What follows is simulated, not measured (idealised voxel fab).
Process module in this document: voxel local oxidation
For reference, the cross-section in this document is cut, with width 170 nm and square cells of 5 nm.
Each cross-section below is a grid of square cells, stated as bands in top-down order, with one or more rows of cells making up each band. Heights first: top, then bottom, in nm. Then materials, left to right, each with a width in nm. "everywhere" on a single material: fills the band edge to edge. "blank": empty space. Heights are expressed relative to 0, this being the level below which the as-received wafer comprises one material exclusively. The lowest band is unbounded in the downward direction and is denoted as in "0 and below". You'd read "30 to 40" like this: the band's top row of cells is as wide as the first number, its bottom row is as wide as the second, and going down, every row changes width by the same amount as the row before did. Basically "identical to before" means that step didn't change any cell in the cross-section. For the entry "Unvented internal voids", the listed items are empty spaces with no open way to the top whose size is 8 cells or more; each item follows the pattern width x height at distance, where distance is from the left edge and all three are in nm. Past the settings on a step's line: simulator remark, on that step. Each step line may optionally specify "overlay nm", which for a step with a mask gives the rightward distance between the mask's planned place and where it lay, a negative value indicating the leftward direction.

The process steps that were planned are listed below
step 1: RECEIVE [material Si]
step 2: CONFORMAL_DEP [material SiO2] [thk nm 5]
step 3: CONFORMAL_DEP [material SiN] [thk nm 10]
step 4: PATTERN [tone cover] [mask id ACTIVE] [material resist] [width nm 95] [thk nm 15] [overlay nm 0]
step 5: DIRECTIONAL_ETCH [etch materials SiN] [depth nm 10]
step 6: STRIP [etch materials resist]
step 7: SELECTIVE_ETCH [etch materials SiO2] [depth nm 5]
step 8: OXIDIZE [depth nm 15]
step 9: STRIP [etch materials SiN]

First of two wafers: run as planned

This is the cross-section of the wafer as we received it, i.e. after step 1
	0 and below = Si everywhere
	Unvented internal voids: none

Wafer section view after processing step 2
	5 down to 0 = SiO2 everywhere
	Everything below 0 is unchanged.

Wafer section view after processing step 3
	15 down to 5 = SiN everywhere
	Everything below 5 is unchanged.

Wafer section view after processing step 4
	30 down to 15 = blank=35  resist=95  blank=40
	Everything below 15 is unchanged.

Wafer section view after processing step 5
	30 down to 15 = blank=35  resist=95  blank=40
	15 down to 5 = blank=35  SiN=95  blank=40
	Everything below 5 is unchanged.

Wafer section view after processing step 6
	15 down to 5 = blank=35  SiN=95  blank=40
	Everything below 5 is unchanged.

Wafer section view after processing step 7
	15 down to 5 = blank=35  SiN=95  blank=40
	5 down to 0 = blank=40  SiO2=85  blank=45
	Everything below 0 is unchanged.

Wafer section view after processing step 8
	15 down to 5 = blank=35  SiN=95  blank=40
	5 down to 0 = blank=40  SiO2=85  blank=45
	0 down to -15 = SiO2=55  Si=55  SiO2=60
	Everything below -15 is unchanged.

Wafer section view after processing step 9
	5 down to 0 = blank=40  SiO2=85  blank=45
	Everything below 0 is unchanged.

Second wafer: same start and same plan as the first, one execution error; identical to the first through step 7

Here is the second wafer in cross-section at the point where step 8 of the plan should have been done
	5 down to 0 = blank=40  SiO2=85  blank=45
	Everything below 0 is unchanged.

Here is the second wafer in cross-section at the point where step 9 of the plan should have been done
	5 down to 0 = blank=40  SiO2=85  blank=45
	0 down to -15 = SiO2=55  Si=55  SiO2=60
	Everything below -15 is unchanged.
Heads up, the wafer didn't run the way we planned it: deviation from plan: step 9 and step 8 executed in one another's positions
Given identical final cross-sections on the two wafers, the mistake has no effect on any quantity computed by this model.
